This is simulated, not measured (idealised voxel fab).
The process module that follows is named voxel wiring stack.
It is cross-section cut that appears here, measuring 150 nm in width, its square cells being 5 nm in size.
In this document a cross-section is written as a grid of square cells. It is given as a series of bands, listed from the top down, and a band is one or more rows of cells.
Quick guide to a band line: top height, bottom height (nm) up front; then every material left to right with its width in nm. Only one material and it's marked "all across"? Then it fills the band edge to edge. And "blank" just means empty space.
Zero point of the height axis is 0; under it, received wafer = one material. Lowest band: continues down indefinitely, "0 nm and below".
It should be noted that a width expressed as "30 to 40" varies in equal increments from row to row of cells within the band, taking the value of the first number at the top row and that of the second number at the bottom row.
The designation "changes: none", where it is given for a processing step, indicates that no cell of the cross-section was altered in the course of that step.
For the entry "Voids lacking openings", the listed items are empty spaces with no open way to the top whose size is 8 cells or more; each item follows the pattern width x height at distance, where distance is from the left edge and all three are in nm.
The remark found on a step's line after its settings is issued by the simulator itself and pertains to that step.
The line of a step may include "overlay nm". On a step with a mask, this value is how far to the right of its planned place the mask lay. A negative value means the mask lay to the left.
So here's the lineup of process steps we planned:
1. RECEIVE (material Si)
2. CONFORMAL_DEP (material SiO2; thk nm 10)
3. DIRECTIONAL_DEP (material TiN; thk nm 5)
4. DIRECTIONAL_DEP (material W; thk nm 20)
5. DIRECTIONAL_DEP (material aC; thk nm 15)
6. PATTERN (tone cover; mask id METAL_1; material resist; width nm 30; pitch nm 50; thk nm 30; overlay nm 0)
7. DIRECTIONAL_ETCH (etch materials aC; depth nm 15)
8. STRIP (etch materials resist)
9. DIRECTIONAL_ETCH (etch materials W; depth nm 20)
10. DIRECTIONAL_ETCH (etch materials TiN; depth nm 5)
11. STRIP (etch materials aC)
12. CONFORMAL_DEP (material SiCN; thk nm 5)
13. FILL_DEP (material SiO2; thk nm 5)
14. CMP (height nm 35)
15. CONFORMAL_DEP (material SiCN; thk nm 5)
16. DIRECTIONAL_DEP (material lowk; thk nm 20)
17. MASKED_ETCH (tone open; mask id PLUG_1; width nm 15; etch materials lowk; depth nm 20; overlay nm 0)
18. MASKED_ETCH (tone open; mask id PLUG_1; width nm 15; etch materials SiCN; depth nm 5; overlay nm 0)
19. CONFORMAL_DEP (material TiN; thk nm 5)
20. FILL_DEP (material Cu; thk nm 5)
21. CMP (height nm 60)
22. CONFORMAL_DEP (material SiCN; thk nm 5)
23. DIRECTIONAL_DEP (material lowk; thk nm 20)
24. MASKED_ETCH (tone open; mask id METAL_2; width nm 30; pitch nm 50; etch materials lowk; depth nm 20; overlay nm 0)
25. MASKED_ETCH (tone open; mask id METAL_2; width nm 30; pitch nm 50; etch materials SiCN; depth nm 5; overlay nm 0)
26. CONFORMAL_DEP (material TiN; thk nm 5)
27. FILL_DEP (material Ru; thk nm 5)
28. CMP (height nm 85)
29. CONFORMAL_DEP (material SiCN; thk nm 5)
30. DIRECTIONAL_DEP (material SiO2; thk nm 10)
31. PATTERN (tone open; mask id PLUG_2; material resist; width nm 15; pitch nm 50; thk nm 20; overlay nm 0)
32. DIRECTIONAL_ETCH (etch materials SiO2; depth nm 10)
33. DIRECTIONAL_ETCH (etch materials SiCN; depth nm 5)
34. STRIP (etch materials resist)
35. CONFORMAL_DEP (material TiN; thk nm 5)
36. FILL_DEP (material Ru; thk nm 10)
37. CMP (height nm 100)
38. CONFORMAL_DEP (material SiN; thk nm 5)
39. DIRECTIONAL_DEP (material SiO2; thk nm 25)
40. PATTERN (tone open; mask id METAL_3; material resist; width nm 30; pitch nm 50; thk nm 20; overlay nm 0)
41. DIRECTIONAL_ETCH (etch materials SiO2; depth nm 25)
42. DIRECTIONAL_ETCH (etch materials SiN; depth nm 5)
43. STRIP (etch materials resist)
44. CONFORMAL_DEP (material TiN; thk nm 5)
45. FILL_DEP (material Cu; thk nm 5)
46. CMP (height nm 130)
47. CONFORMAL_DEP (material SiCN; thk nm 5)
Incoming wafer, cross-sectional view, post step 1:
    0 nm and below = Si all across
    Voids lacking openings: none
One mistake in running the module, otherwise start and plan as above: cross-section at the end:
    135 nm to 130 nm = SiCN all across
    130 nm to 105 nm = SiO2: 35; TiN: 5; Cu: 20; TiN: 5; SiO2: 20; TiN: 5; Cu: 20; TiN: 5; SiO2: 35
    105 nm to 100 nm = SiN: 35; TiN: 30; SiN: 20; TiN: 30; SiN: 35
    100 nm to 90 nm = SiO2: 35; TiN: 5; Ru: 5; TiN: 5; SiO2: 35; TiN: 5; Ru: 5; TiN: 5; SiO2: 50
    90 nm to 85 nm = SiCN: 35; TiN: 15; SiCN: 35; TiN: 15; SiCN: 50
    85 nm to 70 nm = lowk: 45; TiN: 5; Ru: 20; TiN: 5; lowk: 20; TiN: 5; Ru: 20; TiN: 5; lowk: 25
    70 nm to 65 nm = lowk: 45; TiN: 5; Ru: 10; TiN: 15; lowk: 20; TiN: 5; Ru: 10; TiN: 15; lowk: 25
    65 nm to 60 nm = SiCN: 45; TiN: 20; SiCN: 30; TiN: 20; SiCN: 35
    60 nm to 40 nm = lowk: 35; TiN: 5; Cu: 5; TiN: 5; lowk: 100
    40 nm to 35 nm = SiCN: 35; TiN: 15; SiCN: 100
    35 nm to 15 nm = SiO2: 30; SiCN: 5; W: 30; SiCN: 5; SiO2: 10; SiCN: 5; W: 30; SiCN: 5; SiO2: 30
    15 nm to 10 nm = SiCN: 35; TiN: 30; SiCN: 20; TiN: 30; SiCN: 35
    10 nm to 0 nm = SiO2 all across
    0 nm and below = Si all across
    Voids lacking openings: none
What went wrong in running the wafer? step 24 ran with different settings than intended, the actual operation and settings being MASKED_ETCH (tone open; mask id METAL_2; width nm 30; pitch nm 50; etch materials lowk; depth nm 20; overlay nm 10)
